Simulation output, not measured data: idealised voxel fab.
Process module in this document: voxel transistor to metal
It is cross-section cut that appears here, measuring 165 nm in width, its square cells being 5 nm in size.
Notation: cross-section as square-cell grid; stated in bands, top first, going down; one or more cell rows per band.
Band: top height; bottom height; in nm. Then, left to right: material with width in nm, for each material. "throughout": a single material spanning edge to edge. "blank": empty space.
Below 0: as-received wafer, all one material; heights counted from there. Lowest band: no bottom, goes on down, written "0..down".
Per-row width for "30->40": begins at first number (top row of band), ends at second number (bottom row), increment between rows held constant.
Given "stayed the same" for a step, no cell of the cross-section differs between before and after that step.
Entry "Unvented cavities" = empty spaces >= 8 cells with no open way to the top; each as width x height at distance, distance from left edge, all nm.
Past the settings on a step's line: simulator remark, on that step.
If you see "overlay nm" on a step's line and that step has a mask, it's telling you how far right of where it was planned the mask ended up; a negative number means it went left instead.

[plan]
1) RECEIVE [material Si]
2) CONFORMAL_DEP [material SiO2] [thk nm 5]
3) CONFORMAL_DEP [material SiN] [thk nm 10]
4) PATTERN [tone cover] [mask id ACTIVE] [material resist] [width nm 105] [thk nm 20] [overlay nm 0]
5) DIRECTIONAL_ETCH [etch materials SiN] [depth nm 10]
6) DIRECTIONAL_ETCH [etch materials SiO2] [depth nm 5]
7) DIRECTIONAL_ETCH [etch materials Si] [depth nm 25]
8) STRIP [etch materials resist]
9) FILL_DEP [material SiO2] [thk nm 10]
10) CMP [height nm 15]
11) SELECTIVE_ETCH [etch materials SiO2] [depth nm 10]
12) STRIP [etch materials SiN]
13) SELECTIVE_ETCH [etch materials SiO2] [depth nm 5]
14) OXIDIZE [depth nm 5]
15) DIRECTIONAL_DEP [material polySi] [thk nm 30]
16) DIRECTIONAL_DEP [material SiCN] [thk nm 15]
17) PATTERN [tone cover] [mask id GATE] [material resist] [width nm 25] [thk nm 20] [overlay nm 0]
18) DIRECTIONAL_ETCH [etch materials SiCN] [depth nm 25]
19) DIRECTIONAL_ETCH [etch materials polySi] [depth nm 40]
20) STRIP [etch materials resist]
21) CONFORMAL_DEP [material SiN] [thk nm 10]
22) DIRECTIONAL_ETCH [etch materials SiN] [depth nm 10]
23) DIRECTIONAL_ETCH [etch materials SiO2] [depth nm 5]
24) DIRECTIONAL_ETCH [etch materials Si] [depth nm 15]
25) EPI [material SiGe] [thk nm 15]
26) FILL_DEP [material SiO2] [thk nm 10]
27) CMP [height nm 45]
28) DIRECTIONAL_DEP [material SiO2] [thk nm 15]
29) PATTERN [tone open] [mask id CONTACT] [material resist] [width nm 25] [pitch nm 60] [thk nm 20] [overlay nm 0]
30) DIRECTIONAL_ETCH [etch materials SiO2] [depth nm 65]
31) STRIP [etch materials resist]
32) CONFORMAL_DEP [material TiN] [thk nm 5]
33) FILL_DEP [material W] [thk nm 5]
34) CMP [height nm 60]
35) CONFORMAL_DEP [material SiCN] [thk nm 5]
36) DIRECTIONAL_DEP [material SiO2] [thk nm 20]
37) MASKED_ETCH [tone open] [mask id METAL_1] [width nm 15] [pitch nm 70] [etch materials SiO2] [depth nm 20] [overlay nm 0]
38) MASKED_ETCH [tone open] [mask id METAL_1] [width nm 15] [pitch nm 70] [etch materials SiCN] [depth nm 5] [overlay nm 0]
39) CONFORMAL_DEP [material TiN] [thk nm 5]
40) FILL_DEP [material Cu] [thk nm 5]
41) CMP [height nm 85]
42) CONFORMAL_DEP [material SiN] [thk nm 5]

[Shown in cross-section is the wafer as received, that is, as it stands after step 1]
  0..down: Si throughout
  Unvented cavities: none

[The first of the two wafers as seen in cross-section once the module was finished; processing followed the plan]
  90..85: SiN throughout
  85..65: SiO2 40 / TiN 5 / Cu 5 / TiN 5 / SiO2 55 / TiN 5 / Cu 5 / TiN 5 / SiO2 40
  65..60: SiCN 40 / TiN 15 / SiCN 55 / TiN 15 / SiCN 40
  60..50: SiO2 40 / TiN 5 / W 15 / TiN 5 / SiO2 35 / TiN 5 / W 15 / TiN 5 / SiO2 40
  50..45: SiO2 40 / TiN 5 / W 10 / TiN 10 / SiO2 35 / TiN 10 / W 10 / TiN 5 / SiO2 40
  45..30: SiO2 40 / TiN 5 / W 10 / TiN 5 / SiN 10 / SiCN 25 / SiN 10 / TiN 5 / W 10 / TiN 5 / SiO2 40
  30..15: SiO2 40 / TiN 5 / W 10 / TiN 5 / SiN 10 / polySi 25 / SiN 10 / TiN 5 / W 10 / TiN 5 / SiO2 40
  15..10: SiO2 40 / TiN 20 / SiN 10 / polySi 25 / SiN 10 / TiN 20 / SiO2 40
  10..0: SiO2 40 / TiN 5 / SiGe 15 / SiN 10 / polySi 25 / SiN 10 / SiGe 15 / TiN 5 / SiO2 40
  0..-5: SiO2 40 / TiN 5 / SiGe 15 / SiO2 45 / SiGe 15 / TiN 5 / SiO2 40
  -5..-20: SiO2 30 / SiGe 30 / Si 45 / SiGe 30 / SiO2 30
  -20..-25: SiO2 30 / Si 105 / SiO2 30
  -25..down: Si throughout
  Unvented cavities: none

[This cross-section belongs to the second wafer of two at the end of the module; the start and the plan were shared with the first, and the run included one mistake]
  90..85: SiN throughout
  85..75: SiO2 40 / TiN 5 / Cu 5 / TiN 5 / SiO2 55 / TiN 5 / Cu 5 / TiN 5 / SiO2 40
  75..70: SiCN 40 / TiN 15 / SiCN 55 / TiN 15 / SiCN 40
  70..60: SiCN throughout
  60..50: SiO2 40 / TiN 5 / W 15 / TiN 5 / SiO2 35 / TiN 5 / W 15 / TiN 5 / SiO2 40
  50..45: SiO2 40 / TiN 5 / W 10 / TiN 10 / SiO2 35 / TiN 10 / W 10 / TiN 5 / SiO2 40
  45..30: SiO2 40 / TiN 5 / W 10 / TiN 5 / SiN 10 / SiCN 25 / SiN 10 / TiN 5 / W 10 / TiN 5 / SiO2 40
  30..15: SiO2 40 / TiN 5 / W 10 / TiN 5 / SiN 10 / polySi 25 / SiN 10 / TiN 5 / W 10 / TiN 5 / SiO2 40
  15..10: SiO2 40 / TiN 20 / SiN 10 / polySi 25 / SiN 10 / TiN 20 / SiO2 40
  10..0: SiO2 40 / TiN 5 / SiGe 15 / SiN 10 / polySi 25 / SiN 10 / SiGe 15 / TiN 5 / SiO2 40
  0..-5: SiO2 40 / TiN 5 / SiGe 15 / SiO2 45 / SiGe 15 / TiN 5 / SiO2 40
  -5..-20: SiO2 30 / SiGe 30 / Si 45 / SiGe 30 / SiO2 30
  -20..-25: SiO2 30 / Si 105 / SiO2 30
  -25..down: Si throughout
  Unvented cavities: none
What broke from the plan during processing? for step 35, the planned setting was not used; the step was instead run as CONFORMAL_DEP [material SiCN] [thk nm 15]
Final cells, second wafer relative to first, materials higher or lower: Cu: 4 fewer | SiCN: 66 more | SiO2: 54 fewer | TiN: 8 fewer
